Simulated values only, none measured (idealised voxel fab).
This section sets out a process module, namely voxel released beams.
The width of the displayed cross-section, cut, is 145 nm; its cells are square, with a size of 5 nm.
If you're reading a cross-section in this doc, picture square cells in a grid; it comes to you as bands, top ones listed first down to the bottom, and a band can be one or more rows of cells. Within each band entry, the heights of the top and of the bottom of the band appear first, in that order and in nm; the materials of the band then follow from left to right, each with its corresponding width in nm. The designation "all across" on a single material indicates that it fills the band from edge to edge; the designation "blank" indicates empty space. Measure heights from 0. That's the level where, below it, the as-received wafer is all one material. The lowest band is bottomless and extends downward; write it as in "0 -> down". Graded width ("30->40"): value in top row of band = first number; value in bottom row = second number; row-to-row change constant. Step note "nothing got changed" = no cross-section cell changed. In "Closed internal cavities" the enclosed voids are listed, meaning empty spaces of 8 cells or larger without any opening to the top. The form is width x height at distance, distance from the left edge, units nm. Read whatever lies past the settings on a step's line as the simulator's own remark about the step. overlay nm: on a step with a mask, how far right of its planned place the mask lay; negative means left.

### Set out below are the planned steps of the process
1: RECEIVE | material Si
2: CONFORMAL_DEP | material Al2O3 | thk nm 5
3: DIRECTIONAL_DEP | material SiO2 | thk nm 15
4: DIRECTIONAL_DEP | material aC | thk nm 10
5: PATTERN | tone open | mask id ANCHOR | material resist | width nm 30 | thk nm 30 | overlay nm 0
6: DIRECTIONAL_ETCH | etch materials aC | depth nm 10
7: STRIP | etch materials resist
8: DIRECTIONAL_ETCH | etch materials SiO2 | depth nm 15
9: STRIP | etch materials aC
10: CONFORMAL_DEP | material SiN | thk nm 10
11: DIRECTIONAL_DEP | material aC | thk nm 15
12: PATTERN | tone cover | mask id BEAM | material resist | width nm 90 | thk nm 35 | overlay nm 0
13: DIRECTIONAL_ETCH | etch materials aC | depth nm 15
14: STRIP | etch materials resist
15: DIRECTIONAL_ETCH | etch materials SiN | depth nm 10
16: STRIP | etch materials aC
17: STRIP | etch materials SiO2

### Shown in cross-section is the wafer as received, that is, as it stands after step 1
    0 -> down: Si all across
    Closed internal cavities: none

### Looking at the first of two wafers in cross-section at end of module - ran to plan
    30 -> 20: blank: 25  SiN: 15  blank: 10  SiN: 65  blank: 30
    20 -> 15: blank: 30  SiN: 10  blank: 10  SiN: 10  blank: 85
    15 -> 5: blank: 30  SiN: 30  blank: 85
    5 -> 0: Al2O3 all across
    0 -> down: Si all across
    Closed internal cavities: none

### Presented here is a cross-section of the second of the two wafers as it stood at the end of the module. It was started in the same manner and assigned the same plan as the first wafer; however, one mistake was made in its execution
    30 -> 20: blank: 20  SiN: 20  blank: 10  SiN: 70  blank: 25
    20 -> 15: blank: 30  SiN: 10  blank: 10  SiN: 10  blank: 85
    15 -> 5: blank: 30  SiN: 30  blank: 85
    5 -> 0: Al2O3 all across
    0 -> down: Si all across
    Closed internal cavities: none
It is concluded that the wafer was processed incorrectly with respect to the plan, in that step 12: run off-plan, actual operation and settings PATTERN | tone cover | mask id BEAM | material resist | width nm 100 | thk nm 35 | overlay nm 0
End of process, cell counts, second wafer against first, materials with more or fewer: SiN: 4 more
